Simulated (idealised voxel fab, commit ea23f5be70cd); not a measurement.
Herein follows the process module entitled voxel wiring stack.
Section shown: cut. Width: 280 nm. Cell size: 5 nm, square.
For the purposes of this document, a cross-section shall be understood as a grid of square cells, specified as bands listed in top-to-bottom order, each band consisting of one or more rows of cells.
Heads up on the band format: heights come first, top then bottom, in nm. After that it's the materials left to right, each with its width in nm. A single material flagged "everywhere" fills the whole band edge to edge, and "empty" means there's empty space there.
Heights are reckoned from 0. Under this level, the received wafer is all of one material. The bottommost band is open-ended downward, for example "0 down".
When a width is written as two numbers, as in "30->40", the first number is the width in the top row of cells of the band and the second is the width in its bottom row, and the width changes by the same amount from each row to the next.
Where a step carries "nothing got changed", the cross-section came out of it unchanged, cell for cell.
If an empty space has no open way to the top and is at least 8 cells in size, "Closed internal cavities" lists it, written width x height at distance, where distance is measured from the left edge and every value is in nm.
On each step's line, the part that comes after the settings is the simulator's own comment on the step.
overlay nm: for a step with a mask, the amount by which the mask lay right of where it was planned; a negative amount means left of it.

Below is the list of planned process steps:
1 RECEIVE: material Si
2 CONFORMAL_DEP: material SiO2, thk nm 10
3 CONFORMAL_DEP: material SiCN, thk nm 5
4 DIRECTIONAL_DEP: material lowk, thk nm 25
5 DIRECTIONAL_DEP: material aC, thk nm 10
6 PATTERN: tone open, mask id METAL_1, material resist, width nm 30, pitch nm 55, thk nm 30, overlay nm 0
7 DIRECTIONAL_ETCH: etch materials aC, depth nm 10
8 STRIP: etch materials resist
9 DIRECTIONAL_ETCH: etch materials lowk, depth nm 25
10 DIRECTIONAL_ETCH: etch materials SiCN, depth nm 5
11 STRIP: etch materials aC
12 CONFORMAL_DEP: material TiN, thk nm 5
13 FILL_DEP: material Ru, thk nm 5
14 CMP: height nm 40
15 EPI: material Ru, thk nm 5
16 FILL_DEP: material SiCN, thk nm 5
17 DIRECTIONAL_DEP: material lowk, thk nm 15
18 DIRECTIONAL_DEP: material aC, thk nm 15
19 PATTERN: tone open, mask id PLUG_1, material resist, width nm 15, pitch nm 110, thk nm 35, overlay nm 0
20 DIRECTIONAL_ETCH: etch materials aC, depth nm 15
21 STRIP: etch materials resist
22 DIRECTIONAL_ETCH: etch materials lowk, depth nm 15
23 DIRECTIONAL_ETCH: etch materials SiCN, depth nm 5
24 STRIP: etch materials aC
25 EPI: material Ru, thk nm 10
26 EPI: material Ru, thk nm 10
27 DIRECTIONAL_DEP: material TiN, thk nm 5
28 DIRECTIONAL_DEP: material W, thk nm 25
29 DIRECTIONAL_DEP: material aC, thk nm 10
30 PATTERN: tone cover, mask id METAL_2, material resist, width nm 30, pitch nm 55, thk nm 30, overlay nm 0
31 DIRECTIONAL_ETCH: etch materials aC, depth nm 10
32 STRIP: etch materials resist
33 DIRECTIONAL_ETCH: etch materials W, depth nm 25
34 DIRECTIONAL_ETCH: etch materials TiN, depth nm 5
35 STRIP: etch materials aC
36 CONFORMAL_DEP: material SiCN, thk nm 5
37 FILL_DEP: material lowk, thk nm 5
38 CMP: height nm 95
39 CONFORMAL_DEP: material SiCN, thk nm 5
40 DIRECTIONAL_DEP: material SiO2, thk nm 20
41 MASKED_ETCH: tone open, mask id PLUG_2, width nm 15, pitch nm 55, etch materials SiO2, depth nm 20, overlay nm 0
42 MASKED_ETCH: tone open, mask id PLUG_2, width nm 15, pitch nm 55, etch materials SiCN, depth nm 5, overlay nm 0
43 EPI: material Ru, thk nm 10
44 EPI: material Ru, thk nm 10
45 EPI: material Ru, thk nm 5
46 DIRECTIONAL_DEP: material TiN, thk nm 5
47 DIRECTIONAL_DEP: material Ru, thk nm 25
48 MASKED_ETCH: tone cover, mask id METAL_3, width nm 30, pitch nm 55, etch materials Ru, depth nm 25, overlay nm 0
49 MASKED_ETCH: tone cover, mask id METAL_3, width nm 30, pitch nm 55, etch materials TiN, depth nm 5, overlay nm 0
50 FILL_DEP: material lowk, thk nm 5
51 CMP: height nm 150
52 CONFORMAL_DEP: material SiN, thk nm 5

The following pertains to the first of two wafers, which was processed as planned:

Cross-section, incoming material, after step 1:
	0 down  Si everywhere
	Closed internal cavities: none

Cross-section through the wafer, step 2 finished:
	10 to 0  SiO2 everywhere
	below 0: unchanged

Cross-section through the wafer, step 3 finished:
	15 to 10  SiCN everywhere
	below 10: unchanged

Cross-section through the wafer, step 4 finished:
	40 to 15  lowk everywhere
	below 15: unchanged

Cross-section through the wafer, step 5 finished:
	50 to 40  aC everywhere
	below 40: unchanged

Cross-section through the wafer, step 6 finished:
	80 to 50  40 resist | 30 empty | 25 resist | 30 empty | 25 resist | 30 empty | 25 resist | 30 empty | 45 resist
	below 50: unchanged

Cross-section through the wafer, step 7 finished:
	70 to 50  40 resist | 30 empty | 25 resist | 30 empty | 25 resist | 30 empty | 25 resist | 30 empty | 45 resist
	50 to 40  40 aC | 30 empty | 25 aC | 30 empty | 25 aC | 30 empty | 25 aC | 30 empty | 45 aC
	below 40: unchanged

Cross-section through the wafer, step 8 finished:
	50 to 40  40 aC | 30 empty | 25 aC | 30 empty | 25 aC | 30 empty | 25 aC | 30 empty | 45 aC
	below 40: unchanged

Cross-section through the wafer, step 9 finished:
	50 to 40  40 aC | 30 empty | 25 aC | 30 empty | 25 aC | 30 empty | 25 aC | 30 empty | 45 aC
	40 to 15  40 lowk | 30 empty | 25 lowk | 30 empty | 25 lowk | 30 empty | 25 lowk | 30 empty | 45 lowk
	below 15: unchanged

Cross-section through the wafer, step 10 finished:
	50 to 40  40 aC | 30 empty | 25 aC | 30 empty | 25 aC | 30 empty | 25 aC | 30 empty | 45 aC
	40 to 15  40 lowk | 30 empty | 25 lowk | 30 empty | 25 lowk | 30 empty | 25 lowk | 30 empty | 45 lowk
	15 to 10  40 SiCN | 30 empty | 25 SiCN | 30 empty | 25 SiCN | 30 empty | 25 SiCN | 30 empty | 45 SiCN
	below 10: unchanged

Cross-section through the wafer, step 11 finished:
	40 to 15  40 lowk | 30 empty | 25 lowk | 30 empty | 25 lowk | 30 empty | 25 lowk | 30 empty | 45 lowk
	below 15: unchanged

Cross-section through the wafer, step 12 finished:
	45 to 40  45 TiN | 20 empty | 35 TiN | 20 empty | 35 TiN | 20 empty | 35 TiN | 20 empty | 50 TiN
	40 to 15  40 lowk | 5 TiN | 20 empty | 5 TiN | 25 lowk | 5 TiN | 20 empty | 5 TiN | 25 lowk | 5 TiN | 20 empty | 5 TiN | 25 lowk | 5 TiN | 20 empty | 5 TiN | 45 lowk
	15 to 10  40 SiCN | 30 TiN | 25 SiCN | 30 TiN | 25 SiCN | 30 TiN | 25 SiCN | 30 TiN | 45 SiCN
	below 10: unchanged

Cross-section through the wafer, step 13 finished:
	50 to 45  Ru everywhere
	45 to 40  45 TiN | 20 Ru | 35 TiN | 20 Ru | 35 TiN | 20 Ru | 35 TiN | 20 Ru | 50 TiN
	40 to 15  40 lowk | 5 TiN | 20 Ru | 5 TiN | 25 lowk | 5 TiN | 20 Ru | 5 TiN | 25 lowk | 5 TiN | 20 Ru | 5 TiN | 25 lowk | 5 TiN | 20 Ru | 5 TiN | 45 lowk
	below 15: unchanged

Cross-section through the wafer, step 14 finished:
	40 to 15  40 lowk | 5 TiN | 20 Ru | 5 TiN | 25 lowk | 5 TiN | 20 Ru | 5 TiN | 25 lowk | 5 TiN | 20 Ru | 5 TiN | 25 lowk | 5 TiN | 20 Ru | 5 TiN | 45 lowk
	below 15: unchanged

Cross-section through the wafer, step 15 finished:
	45 to 40  35 empty | 40 Ru | 15 empty | 40 Ru | 15 empty | 40 Ru | 15 empty | 40 Ru | 40 empty
	below 40: unchanged

Cross-section through the wafer, step 16 finished:
	50 to 45  SiCN everywhere
	45 to 40  35 SiCN | 40 Ru | 15 SiCN | 40 Ru | 15 SiCN | 40 Ru | 15 SiCN | 40 Ru | 40 SiCN
	below 40: unchanged

Cross-section through the wafer, step 17 finished:
	65 to 50  lowk everywhere
	below 50: unchanged

Cross-section through the wafer, step 18 finished:
	80 to 65  aC everywhere
	below 65: unchanged

Cross-section through the wafer, step 19 finished:
	115 to 80  40 resist | 15 empty | 95 resist | 15 empty | 115 resist
	below 80: unchanged

Cross-section through the wafer, step 20 finished:
	100 to 80  40 resist | 15 empty | 95 resist | 15 empty | 115 resist
	80 to 65  40 aC | 15 empty | 95 aC | 15 empty | 115 aC
	below 65: unchanged

Cross-section through the wafer, step 21 finished:
	80 to 65  40 aC | 15 empty | 95 aC | 15 empty | 115 aC
	below 65: unchanged

Cross-section through the wafer, step 22 finished:
	80 to 65  40 aC | 15 empty | 95 aC | 15 empty | 115 aC
	65 to 50  40 lowk | 15 empty | 95 lowk | 15 empty | 115 lowk
	below 50: unchanged

Cross-section through the wafer, step 23 finished:
	80 to 65  40 aC | 15 empty | 95 aC | 15 empty | 115 aC
	65 to 50  40 lowk | 15 empty | 95 lowk | 15 empty | 115 lowk
	50 to 45  40 SiCN | 15 empty | 95 SiCN | 15 empty | 115 SiCN
	below 45: unchanged

Cross-section through the wafer, step 24 finished:
	65 to 50  40 lowk | 15 empty | 95 lowk | 15 empty | 115 lowk
	below 50: unchanged

Cross-section through the wafer, step 25 finished:
	65 to 55  40 lowk | 15 empty | 95 lowk | 15 empty | 115 lowk
	55 to 50  40 lowk | 15 Ru | 95 lowk | 15 Ru | 115 lowk
	50 to 45  40 SiCN | 15 Ru | 95 SiCN | 15 Ru | 115 SiCN
	below 45: unchanged

Cross-section through the wafer, step 26 finished:
	65 to 50  40 lowk | 15 Ru | 95 lowk | 15 Ru | 115 lowk
	below 50: unchanged

Cross-section through the wafer, step 27 finished:
	70 to 65  TiN everywhere
	below 65: unchanged

Cross-section through the wafer, step 28 finished:
	95 to 70  W everywhere
	below 70: unchanged

Cross-section through the wafer, step 29 finished:
	105 to 95  aC everywhere
	below 95: unchanged

Cross-section through the wafer, step 30 finished:
	135 to 105  40 empty | 30 resist | 25 empty | 30 resist | 25 empty | 30 resist | 25 empty | 30 resist | 45 empty
	below 105: unchanged

Cross-section through the wafer, step 31 finished:
	125 to 105  40 empty | 30 resist | 25 empty | 30 resist | 25 empty | 30 resist | 25 empty | 30 resist | 45 empty
	105 to 95  40 empty | 30 aC | 25 empty | 30 aC | 25 empty | 30 aC | 25 empty | 30 aC | 45 empty
	below 95: unchanged

Cross-section through the wafer, step 32 finished:
	105 to 95  40 empty | 30 aC | 25 empty | 30 aC | 25 empty | 30 aC | 25 empty | 30 aC | 45 empty
	below 95: unchanged

Cross-section through the wafer, step 33 finished:
	105 to 95  40 empty | 30 aC | 25 empty | 30 aC | 25 empty | 30 aC | 25 empty | 30 aC | 45 empty
	95 to 70  40 empty | 30 W | 25 empty | 30 W | 25 empty | 30 W | 25 empty | 30 W | 45 empty
	below 70: unchanged

Cross-section through the wafer, step 34 finished:
	105 to 95  40 empty | 30 aC | 25 empty | 30 aC | 25 empty | 30 aC | 25 empty | 30 aC | 45 empty
	95 to 70  40 empty | 30 W | 25 empty | 30 W | 25 empty | 30 W | 25 empty | 30 W | 45 empty
	70 to 65  40 empty | 30 TiN | 25 empty | 30 TiN | 25 empty | 30 TiN | 25 empty | 30 TiN | 45 empty
	below 65: unchanged

Cross-section through the wafer, step 35 finished:
	95 to 70  40 empty | 30 W | 25 empty | 30 W | 25 empty | 30 W | 25 empty | 30 W | 45 empty
	below 70: unchanged

Cross-section through the wafer, step 36 finished:
	100 to 95  35 empty | 40 SiCN | 15 empty | 40 SiCN | 15 empty | 40 SiCN | 15 empty | 40 SiCN | 40 empty
	95 to 70  35 empty | 5 SiCN | 30 W | 5 SiCN | 15 empty | 5 SiCN | 30 W | 5 SiCN | 15 empty | 5 SiCN | 30 W | 5 SiCN | 15 empty | 5 SiCN | 30 W | 5 SiCN | 40 empty
	70 to 65  40 SiCN | 30 TiN | 25 SiCN | 30 TiN | 25 SiCN | 30 TiN | 25 SiCN | 30 TiN | 45 SiCN
	below 65: unchanged

Cross-section through the wafer, step 37 finished:
	105 to 100  lowk everywhere
	100 to 95  35 lowk | 40 SiCN | 15 lowk | 40 SiCN | 15 lowk | 40 SiCN | 15 lowk | 40 SiCN | 40 lowk
	95 to 70  35 lowk | 5 SiCN | 30 W | 5 SiCN | 15 lowk | 5 SiCN | 30 W | 5 SiCN | 15 lowk | 5 SiCN | 30 W | 5 SiCN | 15 lowk | 5 SiCN | 30 W | 5 SiCN | 40 lowk
	below 70: unchanged

Cross-section through the wafer, step 38 finished:
	95 to 70  35 lowk | 5 SiCN | 30 W | 5 SiCN | 15 lowk | 5 SiCN | 30 W | 5 SiCN | 15 lowk | 5 SiCN | 30 W | 5 SiCN | 15 lowk | 5 SiCN | 30 W | 5 SiCN | 40 lowk
	below 70: unchanged

Cross-section through the wafer, step 39 finished:
	100 to 95  SiCN everywhere
	below 95: unchanged

Cross-section through the wafer, step 40 finished:
	120 to 100  SiO2 everywhere
	below 100: unchanged

Cross-section through the wafer, step 41 finished:
	120 to 100  40 SiO2 | 15 empty | 40 SiO2 | 15 empty | 40 SiO2 | 15 empty | 40 SiO2 | 15 empty | 60 SiO2
	below 100: unchanged

Cross-section through the wafer, step 42 finished:
	120 to 100  40 SiO2 | 15 empty | 40 SiO2 | 15 empty | 40 SiO2 | 15 empty | 40 SiO2 | 15 empty | 60 SiO2
	100 to 95  40 SiCN | 15 empty | 40 SiCN | 15 empty | 40 SiCN | 15 empty | 40 SiCN | 15 empty | 60 SiCN
	below 95: unchanged

Cross-section through the wafer, step 43 finished:
	120 to 105  40 SiO2 | 15 empty | 40 SiO2 | 15 empty | 40 SiO2 | 15 empty | 40 SiO2 | 15 empty | 60 SiO2
	105 to 100  40 SiO2 | 15 Ru | 40 SiO2 | 15 Ru | 40 SiO2 | 15 Ru | 40 SiO2 | 15 Ru | 60 SiO2
	100 to 95  40 SiCN | 15 Ru | 40 SiCN | 15 Ru | 40 SiCN | 15 Ru | 40 SiCN | 15 Ru | 60 SiCN
	below 95: unchanged

Cross-section through the wafer, step 44 finished:
	120 to 115  40 SiO2 | 15 empty | 40 SiO2 | 15 empty | 40 SiO2 | 15 empty | 40 SiO2 | 15 empty | 60 SiO2
	115 to 100  40 SiO2 | 15 Ru | 40 SiO2 | 15 Ru | 40 SiO2 | 15 Ru | 40 SiO2 | 15 Ru | 60 SiO2
	below 100: unchanged

Cross-section through the wafer, step 45 finished:
	120 to 100  40 SiO2 | 15 Ru | 40 SiO2 | 15 Ru | 40 SiO2 | 15 Ru | 40 SiO2 | 15 Ru | 60 SiO2
	below 100: unchanged

Cross-section through the wafer, step 46 finished:
	125 to 120  TiN everywhere
	below 120: unchanged

Cross-section through the wafer, step 47 finished:
	150 to 125  Ru everywhere
	below 125: unchanged

Cross-section through the wafer, step 48 finished:
	150 to 125  40 empty | 30 Ru | 25 empty | 30 Ru | 25 empty | 30 Ru | 25 empty | 30 Ru | 45 empty
	below 125: unchanged

Cross-section through the wafer, step 49 finished:
	150 to 125  40 empty | 30 Ru | 25 empty | 30 Ru | 25 empty | 30 Ru | 25 empty | 30 Ru | 45 empty
	125 to 120  40 empty | 30 TiN | 25 empty | 30 TiN | 25 empty | 30 TiN | 25 empty | 30 TiN | 45 empty
	below 120: unchanged

Cross-section through the wafer, step 50 finished:
	155 to 150  lowk everywhere
	150 to 125  40 lowk | 30 Ru | 25 lowk | 30 Ru | 25 lowk | 30 Ru | 25 lowk | 30 Ru | 45 lowk
	125 to 120  40 lowk | 30 TiN | 25 lowk | 30 TiN | 25 lowk | 30 TiN | 25 lowk | 30 TiN | 45 lowk
	below 120: unchanged

Cross-section through the wafer, step 51 finished:
	150 to 125  40 lowk | 30 Ru | 25 lowk | 30 Ru | 25 lowk | 30 Ru | 25 lowk | 30 Ru | 45 lowk
	below 125: unchanged

Cross-section through the wafer, step 52 finished:
	155 to 150  SiN everywhere
	below 150: unchanged

Wafer two. Same start, same plan, one slip in execution. Same as wafer one through step 5, inclusive:

Second wafer shown in cross-section at the time step 6 was slated to end:
	80 to 50  50 resist | 30 empty | 25 resist | 30 empty | 25 resist | 30 empty | 25 resist | 30 empty | 35 resist
	below 50: unchanged

Second wafer shown in cross-section at the time step 7 was slated to end:
	70 to 50  50 resist | 30 empty | 25 resist | 30 empty | 25 resist | 30 empty | 25 resist | 30 empty | 35 resist
	50 to 40  50 aC | 30 empty | 25 aC | 30 empty | 25 aC | 30 empty | 25 aC | 30 empty | 35 aC
	below 40: unchanged

Second wafer shown in cross-section at the time step 8 was slated to end:
	50 to 40  50 aC | 30 empty | 25 aC | 30 empty | 25 aC | 30 empty | 25 aC | 30 empty | 35 aC
	below 40: unchanged

Second wafer shown in cross-section at the time step 9 was slated to end:
	50 to 40  50 aC | 30 empty | 25 aC | 30 empty | 25 aC | 30 empty | 25 aC | 30 empty | 35 aC
	40 to 15  50 lowk | 30 empty | 25 lowk | 30 empty | 25 lowk | 30 empty | 25 lowk | 30 empty | 35 lowk
	below 15: unchanged

Second wafer shown in cross-section at the time step 10 was slated to end:
	50 to 40  50 aC | 30 empty | 25 aC | 30 empty | 25 aC | 30 empty | 25 aC | 30 empty | 35 aC
	40 to 15  50 lowk | 30 empty | 25 lowk | 30 empty | 25 lowk | 30 empty | 25 lowk | 30 empty | 35 lowk
	15 to 10  50 SiCN | 30 empty | 25 SiCN | 30 empty | 25 SiCN | 30 empty | 25 SiCN | 30 empty | 35 SiCN
	below 10: unchanged

Second wafer shown in cross-section at the time step 11 was slated to end:
	40 to 15  50 lowk | 30 empty | 25 lowk | 30 empty | 25 lowk | 30 empty | 25 lowk | 30 empty | 35 lowk
	below 15: unchanged

Second wafer shown in cross-section at the time step 12 was slated to end:
	45 to 40  55 TiN | 20 empty | 35 TiN | 20 empty | 35 TiN | 20 empty | 35 TiN | 20 empty | 40 TiN
	40 to 15  50 lowk | 5 TiN | 20 empty | 5 TiN | 25 lowk | 5 TiN | 20 empty | 5 TiN | 25 lowk | 5 TiN | 20 empty | 5 TiN | 25 lowk | 5 TiN | 20 empty | 5 TiN | 35 lowk
	15 to 10  50 SiCN | 30 TiN | 25 SiCN | 30 TiN | 25 SiCN | 30 TiN | 25 SiCN | 30 TiN | 35 SiCN
	below 10: unchanged

Second wafer shown in cross-section at the time step 13 was slated to end:
	50 to 45  Ru everywhere
	45 to 40  55 TiN | 20 Ru | 35 TiN | 20 Ru | 35 TiN | 20 Ru | 35 TiN | 20 Ru | 40 TiN
	40 to 15  50 lowk | 5 TiN | 20 Ru | 5 TiN | 25 lowk | 5 TiN | 20 Ru | 5 TiN | 25 lowk | 5 TiN | 20 Ru | 5 TiN | 25 lowk | 5 TiN | 20 Ru | 5 TiN | 35 lowk
	below 15: unchanged

Second wafer shown in cross-section at the time step 14 was slated to end:
	40 to 15  50 lowk | 5 TiN | 20 Ru | 5 TiN | 25 lowk | 5 TiN | 20 Ru | 5 TiN | 25 lowk | 5 TiN | 20 Ru | 5 TiN | 25 lowk | 5 TiN | 20 Ru | 5 TiN | 35 lowk
	below 15: unchanged

Second wafer shown in cross-section at the time step 15 was slated to end:
	45 to 40  45 empty | 40 Ru | 15 empty | 40 Ru | 15 empty | 40 Ru | 15 empty | 40 Ru | 30 empty
	below 40: unchanged

Second wafer shown in cross-section at the time step 16 was slated to end:
	50 to 45  SiCN everywhere
	45 to 40  45 SiCN | 40 Ru | 15 SiCN | 40 Ru | 15 SiCN | 40 Ru | 15 SiCN | 40 Ru | 30 SiCN
	below 40: unchanged

Second wafer shown in cross-section at the time step 17 was slated to end:
	65 to 50  lowk everywhere
	below 50: unchanged

Second wafer shown in cross-section at the time step 18 was slated to end:
	80 to 65  aC everywhere
	below 65: unchanged

Second wafer shown in cross-section at the time step 19 was slated to end:
	115 to 80  40 resist | 15 empty | 95 resist | 15 empty | 115 resist
	below 80: unchanged

Second wafer shown in cross-section at the time step 20 was slated to end:
	100 to 80  40 resist | 15 empty | 95 resist | 15 empty | 115 resist
	80 to 65  40 aC | 15 empty | 95 aC | 15 empty | 115 aC
	below 65: unchanged

Second wafer shown in cross-section at the time step 21 was slated to end:
	80 to 65  40 aC | 15 empty | 95 aC | 15 empty | 115 aC
	below 65: unchanged

Second wafer shown in cross-section at the time step 22 was slated to end:
	80 to 65  40 aC | 15 empty | 95 aC | 15 empty | 115 aC
	65 to 50  40 lowk | 15 empty | 95 lowk | 15 empty | 115 lowk
	below 50: unchanged

Second wafer shown in cross-section at the time step 23 was slated to end:
	80 to 65  40 aC | 15 empty | 95 aC | 15 empty | 115 aC
	65 to 50  40 lowk | 15 empty | 95 lowk | 15 empty | 115 lowk
	50 to 45  40 SiCN | 15 empty | 95 SiCN | 15 empty | 115 SiCN
	below 45: unchanged

Second wafer shown in cross-section at the time step 24 was slated to end:
	65 to 50  40 lowk | 15 empty | 95 lowk | 15 empty | 115 lowk
	below 50: unchanged

Second wafer shown in cross-section at the time step 25 was slated to end:
	65 to 55  40 lowk | 15 empty | 95 lowk | 15 empty | 115 lowk
	55 to 50  40 lowk | 15 Ru | 95 lowk | 15 Ru | 115 lowk
	50 to 45  40 SiCN | 15 Ru | 95 SiCN | 15 Ru | 115 SiCN
	below 45: unchanged

Second wafer shown in cross-section at the time step 26 was slated to end:
	65 to 50  40 lowk | 15 Ru | 95 lowk | 15 Ru | 115 lowk
	below 50: unchanged

Second wafer shown in cross-section at the time step 27 was slated to end:
	70 to 65  TiN everywhere
	below 65: unchanged

Second wafer shown in cross-section at the time step 28 was slated to end:
	95 to 70  W everywhere
	below 70: unchanged

Second wafer shown in cross-section at the time step 29 was slated to end:
	105 to 95  aC everywhere
	below 95: unchanged

Second wafer shown in cross-section at the time step 30 was slated to end:
	135 to 105  40 empty | 30 resist | 25 empty | 30 resist | 25 empty | 30 resist | 25 empty | 30 resist | 45 empty
	below 105: unchanged

Second wafer shown in cross-section at the time step 31 was slated to end:
	125 to 105  40 empty | 30 resist | 25 empty | 30 resist | 25 empty | 30 resist | 25 empty | 30 resist | 45 empty
	105 to 95  40 empty | 30 aC | 25 empty | 30 aC | 25 empty | 30 aC | 25 empty | 30 aC | 45 empty
	below 95: unchanged

Second wafer shown in cross-section at the time step 32 was slated to end:
	105 to 95  40 empty | 30 aC | 25 empty | 30 aC | 25 empty | 30 aC | 25 empty | 30 aC | 45 empty
	below 95: unchanged

Second wafer shown in cross-section at the time step 33 was slated to end:
	105 to 95  40 empty | 30 aC | 25 empty | 30 aC | 25 empty | 30 aC | 25 empty | 30 aC | 45 empty
	95 to 70  40 empty | 30 W | 25 empty | 30 W | 25 empty | 30 W | 25 empty | 30 W | 45 empty
	below 70: unchanged

Second wafer shown in cross-section at the time step 34 was slated to end:
	105 to 95  40 empty | 30 aC | 25 empty | 30 aC | 25 empty | 30 aC | 25 empty | 30 aC | 45 empty
	95 to 70  40 empty | 30 W | 25 empty | 30 W | 25 empty | 30 W | 25 empty | 30 W | 45 empty
	70 to 65  40 empty | 30 TiN | 25 empty | 30 TiN | 25 empty | 30 TiN | 25 empty | 30 TiN | 45 empty
	below 65: unchanged

Second wafer shown in cross-section at the time step 35 was slated to end:
	95 to 70  40 empty | 30 W | 25 empty | 30 W | 25 empty | 30 W | 25 empty | 30 W | 45 empty
	below 70: unchanged

Second wafer shown in cross-section at the time step 36 was slated to end:
	100 to 95  35 empty | 40 SiCN | 15 empty | 40 SiCN | 15 empty | 40 SiCN | 15 empty | 40 SiCN | 40 empty
	95 to 70  35 empty | 5 SiCN | 30 W | 5 SiCN | 15 empty | 5 SiCN | 30 W | 5 SiCN | 15 empty | 5 SiCN | 30 W | 5 SiCN | 15 empty | 5 SiCN | 30 W | 5 SiCN | 40 empty
	70 to 65  40 SiCN | 30 TiN | 25 SiCN | 30 TiN | 25 SiCN | 30 TiN | 25 SiCN | 30 TiN | 45 SiCN
	below 65: unchanged

Second wafer shown in cross-section at the time step 37 was slated to end:
	105 to 100  lowk everywhere
	100 to 95  35 lowk | 40 SiCN | 15 lowk | 40 SiCN | 15 lowk | 40 SiCN | 15 lowk | 40 SiCN | 40 lowk
	95 to 70  35 lowk | 5 SiCN | 30 W | 5 SiCN | 15 lowk | 5 SiCN | 30 W | 5 SiCN | 15 lowk | 5 SiCN | 30 W | 5 SiCN | 15 lowk | 5 SiCN | 30 W | 5 SiCN | 40 lowk
	below 70: unchanged

Second wafer shown in cross-section at the time step 38 was slated to end:
	95 to 70  35 lowk | 5 SiCN | 30 W | 5 SiCN | 15 lowk | 5 SiCN | 30 W | 5 SiCN | 15 lowk | 5 SiCN | 30 W | 5 SiCN | 15 lowk | 5 SiCN | 30 W | 5 SiCN | 40 lowk
	below 70: unchanged

Second wafer shown in cross-section at the time step 39 was slated to end:
	100 to 95  SiCN everywhere
	below 95: unchanged

Second wafer shown in cross-section at the time step 40 was slated to end:
	120 to 100  SiO2 everywhere
	below 100: unchanged

Second wafer shown in cross-section at the time step 41 was slated to end:
	120 to 100  40 SiO2 | 15 empty | 40 SiO2 | 15 empty | 40 SiO2 | 15 empty | 40 SiO2 | 15 empty | 60 SiO2
	below 100: unchanged

Second wafer shown in cross-section at the time step 42 was slated to end:
	120 to 100  40 SiO2 | 15 empty | 40 SiO2 | 15 empty | 40 SiO2 | 15 empty | 40 SiO2 | 15 empty | 60 SiO2
	100 to 95  40 SiCN | 15 empty | 40 SiCN | 15 empty | 40 SiCN | 15 empty | 40 SiCN | 15 empty | 60 SiCN
	below 95: unchanged

Second wafer shown in cross-section at the time step 43 was slated to end:
	120 to 105  40 SiO2 | 15 empty | 40 SiO2 | 15 empty | 40 SiO2 | 15 empty | 40 SiO2 | 15 empty | 60 SiO2
	105 to 100  40 SiO2 | 15 Ru | 40 SiO2 | 15 Ru | 40 SiO2 | 15 Ru | 40 SiO2 | 15 Ru | 60 SiO2
	100 to 95  40 SiCN | 15 Ru | 40 SiCN | 15 Ru | 40 SiCN | 15 Ru | 40 SiCN | 15 Ru | 60 SiCN
	below 95: unchanged

Second wafer shown in cross-section at the time step 44 was slated to end:
	120 to 115  40 SiO2 | 15 empty | 40 SiO2 | 15 empty | 40 SiO2 | 15 empty | 40 SiO2 | 15 empty | 60 SiO2
	115 to 100  40 SiO2 | 15 Ru | 40 SiO2 | 15 Ru | 40 SiO2 | 15 Ru | 40 SiO2 | 15 Ru | 60 SiO2
	below 100: unchanged

Second wafer shown in cross-section at the time step 45 was slated to end:
	120 to 100  40 SiO2 | 15 Ru | 40 SiO2 | 15 Ru | 40 SiO2 | 15 Ru | 40 SiO2 | 15 Ru | 60 SiO2
	below 100: unchanged

Second wafer shown in cross-section at the time step 46 was slated to end:
	125 to 120  TiN everywhere
	below 120: unchanged

Second wafer shown in cross-section at the time step 47 was slated to end:
	150 to 125  Ru everywhere
	below 125: unchanged

Second wafer shown in cross-section at the time step 48 was slated to end:
	150 to 125  40 empty | 30 Ru | 25 empty | 30 Ru | 25 empty | 30 Ru | 25 empty | 30 Ru | 45 empty
	below 125: unchanged

Second wafer shown in cross-section at the time step 49 was slated to end:
	150 to 125  40 empty | 30 Ru | 25 empty | 30 Ru | 25 empty | 30 Ru | 25 empty | 30 Ru | 45 empty
	125 to 120  40 empty | 30 TiN | 25 empty | 30 TiN | 25 empty | 30 TiN | 25 empty | 30 TiN | 45 empty
	below 120: unchanged

Second wafer shown in cross-section at the time step 50 was slated to end:
	155 to 150  lowk everywhere
	150 to 125  40 lowk | 30 Ru | 25 lowk | 30 Ru | 25 lowk | 30 Ru | 25 lowk | 30 Ru | 45 lowk
	125 to 120  40 lowk | 30 TiN | 25 lowk | 30 TiN | 25 lowk | 30 TiN | 25 lowk | 30 TiN | 45 lowk
	below 120: unchanged

Second wafer shown in cross-section at the time step 51 was slated to end:
	150 to 125  40 lowk | 30 Ru | 25 lowk | 30 Ru | 25 lowk | 30 Ru | 25 lowk | 30 Ru | 45 lowk
	below 125: unchanged

Second wafer shown in cross-section at the time step 52 was slated to end:
	155 to 150  SiN everywhere
	below 150: unchanged
What went wrong in running the wafer? step 6 did not use the planned setting and instead ran as PATTERN: tone open, mask id METAL_1, material resist, width nm 30, pitch nm 55, thk nm 30, overlay nm 10
Final state: per-material cell counts identical on both wafers; locations differ.
